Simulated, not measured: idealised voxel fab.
You're looking at the process module voxel self aligned contacts.
Each square cell in cross-section cut measures 5 nm, and the section as a whole is 245 nm wide.
Cross-section layout: square cells on a grid; listed as bands, top to bottom; a band spans one or more cell rows.
First you get the band's top height and its bottom height, in nm, and then the materials it's made of, left to right, with each width in nm. If you see a single material with "all across", that one covers the band edge to edge. "blank" is empty space.
Height is counted from the level 0, under which the received wafer is composed throughout of one material. The lowest of the bands is not closed at the bottom but continues downward, in the notation "0 and below".
The width entry "30..40" should be interpreted row by row: the top row of cells in the band takes the first number, the bottom row takes the second number, and the change between adjacent rows is uniform throughout.
"no change occurred" (step): cross-section cells unchanged, all of them.
Any empty space of 8 cells or more lacking an open way to the top shows up in "Closed cavity list" as width x height at distance, distance from the left edge, in nm.
Step line, after settings: the simulator's comment on this step.
On any step carrying a mask, the "overlay nm" setting, if present on the step's line, tells how far right of its planned place the mask lay; negative values point to the left.
# List of planned process steps
1: op RECEIVE | material Si
2: op OXIDIZE | depth nm 5
3: op DIRECTIONAL_DEP | material polySi | thk nm 30
4: op DIRECTIONAL_DEP | material SiN | thk nm 20
5: op DIRECTIONAL_DEP | material aC | thk nm 10
6: op PATTERN | tone cover | mask id GATE | material resist | width nm 35 | pitch nm 80 | thk nm 30 | overlay nm 0
7: op DIRECTIONAL_ETCH | etch materials aC | depth nm 10
8: op STRIP | etch materials resist
9: op DIRECTIONAL_ETCH | etch materials SiN | depth nm 20
10: op DIRECTIONAL_ETCH | etch materials polySi | depth nm 30
11: op STRIP | etch materials aC
12: op CONFORMAL_DEP | material SiN | thk nm 10
13: op DIRECTIONAL_ETCH | etch materials SiN | depth nm 10
14: op FILL_DEP | material SiO2 | thk nm 10
15: op CMP | height nm 55
16: op MASKED_ETCH | tone open | mask id CONTACT | width nm 55 | etch materials SiO2 | depth nm 60 | overlay nm 0
17: op CONFORMAL_DEP | material TiN | thk nm 5
18: op FILL_DEP | material Ru | thk nm 5
19: op CMP | height nm 55
20: op CONFORMAL_DEP | material SiN | thk nm 5
# As-received state of the wafer in cross-section, equivalent to post-step 1
    0 and below  Si all across
    Closed cavity list: none
# Module complete - cross-section of the first of two wafers, run according to plan
    60 down to 55  SiN all across
    55 down to 50  SiO2 95 nm, TiN 20 nm, Ru 15 nm, TiN 20 nm, SiO2 95 nm
    50 down to 30  SiO2 55 nm, SiN 55 nm, TiN 5 nm, Ru 15 nm, TiN 5 nm, SiN 55 nm, SiO2 55 nm
    30 down to 0  SiO2 55 nm, SiN 10 nm, polySi 35 nm, SiN 10 nm, TiN 5 nm, Ru 15 nm, TiN 5 nm, SiN 10 nm, polySi 35 nm, SiN 10 nm, SiO2 55 nm
    0 down to -5  SiO2 110 nm, TiN 25 nm, SiO2 110 nm
    -5 and below  Si all across
    Closed cavity list: none
# Wafer two cross-section, module end. Start and plan unchanged from wafer one; one mistake made during the run
    60 down to 55  SiN all across
    55 down to 30  SiO2 50 nm, SiN 65 nm, TiN 5 nm, Ru 5 nm, TiN 5 nm, SiN 65 nm, SiO2 50 nm
    30 down to 10  SiO2 50 nm, SiN 15 nm, polySi 35 nm, SiN 15 nm, TiN 5 nm, Ru 5 nm, TiN 5 nm, SiN 15 nm, polySi 35 nm, SiN 15 nm, SiO2 50 nm
    10 down to 5  SiO2 50 nm, SiN 15 nm, polySi 35 nm, SiN 15 nm, TiN 15 nm, SiN 15 nm, polySi 35 nm, SiN 15 nm, SiO2 50 nm
    5 down to 0  SiN 65 nm, polySi 35 nm, SiN 45 nm, polySi 35 nm, SiN 65 nm
    0 down to -5  SiO2 all across
    -5 and below  Si all across
    Closed cavity list: none
Where did the run depart from the plan? not per plan at step 12, really ran op CONFORMAL_DEP | material SiN | thk nm 15
Heads up, by the end the second wafer has more or fewer cells of some materials compared to the first: Ru: 24 fewer | SiN: 89 more | SiO2: 53 fewer | TiN: 12 fewer
